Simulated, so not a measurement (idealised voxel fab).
process module | voxel air gaps
cross-section cut | 255 nm wide | cells 5 nm
A cross-section is a grid of square cells, given in bands from the top down. A band is one or more rows of cells.
Each band's line starts with the height of the band's top and of its bottom, in nm. Then come its materials from left to right, each with its width in nm. One material with "throughout" fills the band from edge to edge. "air" is empty space.
Height 0 is the level under which the wafer as received is all one material. The lowest band goes on downwards, as in "0 down".
A width such as "30 to 40" changes by the same amount from each row of cells to the next, from the band's top row to its bottom row.
"no change" after a step means that no cell of the cross-section changed.
closed voids: empty space of 8 cells or more with no open way to the top, each as width x height at its distance from the left edge, in nm
after a step's settings: what the simulator itself notes on the step
overlay nm, on a step with a mask: how far to the right of its planned place the mask lay; to the left if negative
plan
1 op RECEIVE | material Si
2 op CONFORMAL_DEP | material SiO2 | thk nm 15
3 op CONFORMAL_DEP | material SiCN | thk nm 5
4 op DIRECTIONAL_DEP | material lowk | thk nm 30
5 op MASKED_ETCH | tone open | mask id LINES | width nm 20 | pitch nm 45 | etch materials lowk | depth nm 30 | overlay nm 0
6 op CONFORMAL_DEP | material TiN | thk nm 5
7 op FILL_DEP | material W | thk nm 10
8 op CMP | height nm 50
9 op EPI | material Ru | thk nm 10
10 op SELECTIVE_ETCH | etch materials lowk | depth nm 40
11 op CONFORMAL_DEP | material SiCN | thk nm 5
varied across the wafers: thk nm of step 6. The plan shows the first wafer's value. All wafers start alike
first wafer as received, after step 1
  0 down: Si throughout
  closed voids: none
each wafer at the end: cells of each material gained (+) or lost (-) since it was received, then its closed voids
thk nm 5 | +48 Ru | +166 SiCN | +153 SiO2 | +42 TiN | +30 W | closed voids: 15 x 20 at 95; 15 x 20 at 140
thk nm 10 | +48 Ru | +166 SiCN | +153 SiO2 | +72 TiN | closed voids: 15 x 20 at 95; 15 x 20 at 140
thk nm 15 | +48 Ru | +166 SiCN | +153 SiO2 | +72 TiN | closed voids: 15 x 20 at 95; 15 x 20 at 140
thk nm 20 | +48 Ru | +166 SiCN | +153 SiO2 | +72 TiN | closed voids: 15 x 20 at 95; 15 x 20 at 140
